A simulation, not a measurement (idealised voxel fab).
Process module in this document: voxel released beams
Section shown: cut. Width: 290 nm. Cell size: 5 nm, square.
In this document a cross-section is written as a grid of square cells. It is given as a series of bands, listed from the top down, and a band is one or more rows of cells. Read a band's entry like this: the first values are the height of its top and the height of its bottom in nm, and what follows is the sequence of materials from left to right, each with its width in nm. Note that "blank" is empty space, and that a single material marked "full width" reaches across the band from edge to edge. It should be noted that heights are counted from 0, beneath which the wafer as supplied is of one material throughout, and that the lowest band possesses no lower boundary but continues downward, as written in "0 nm and below". Read "30..40" as a graded width: first number on top, second number at the bottom, same change between each pair of neighbouring rows. A step reported as "no modifications" is a step in which no cell of the cross-section changed. "Cavities, closed": empty spaces of 8 cells or more with no open way to the top, each given as width x height at distance, distance from the left edge, all in nm. Anything after a step's settings on that line? It's the simulator's own note about the step. Regarding "overlay nm": on a step with a mask, it is the distance the mask lay to the right of its planned place; a negative value places it to the left.
So here's the lineup of process steps we planned
1. RECEIVE,material Si
2. CONFORMAL_DEP,material SiN,thk nm 10
3. DIRECTIONAL_DEP,material SiO2,thk nm 10
4. MASKED_ETCH,tone open,mask id ANCHOR,width nm 40,etch materials SiO2,depth nm 10,overlay nm 0
5. CONFORMAL_DEP,material TiN,thk nm 15
6. DIRECTIONAL_DEP,material aC,thk nm 15
7. PATTERN,tone cover,mask id BEAM,material resist,width nm 100,thk nm 35,overlay nm 0
8. DIRECTIONAL_ETCH,etch materials aC,depth nm 15
9. STRIP,etch materials resist
10. DIRECTIONAL_ETCH,etch materials TiN,depth nm 15
11. STRIP,etch materials aC
12. STRIP,etch materials SiO2
Wafer at receipt (post step 1), cross-section
  0 nm and below = Si full width
  Cavities, closed: none
Wafer cross-section at module end: first of two, run to plan
  35 nm to 25 nm = blank 90 | TiN 20 | blank 10 | TiN 70 | blank 100
  25 nm to 20 nm = blank 90 | TiN 100 | blank 100
  20 nm to 10 nm = blank 95 | TiN 40 | blank 155
  10 nm to 0 nm = SiN full width
  0 nm and below = Si full width
  Cavities, closed: none
The second wafer, shown in cross-section after the module: started the same way as the first and given the same plan, yet one mistake crept into how it was run
  35 nm to 20 nm = blank 90 | TiN 100 | blank 100
  20 nm to 10 nm = SiN full width
  10 nm to 0 nm = SiO2 full width
  0 nm and below = Si full width
  Cavities, closed: none
What was the processing mistake? plan vs actual: 2 and 3 interchanged
Heads up, by the end the second wafer has more or fewer cells of some materials compared to the first: SiO2: 116 more | TiN: 12 fewer
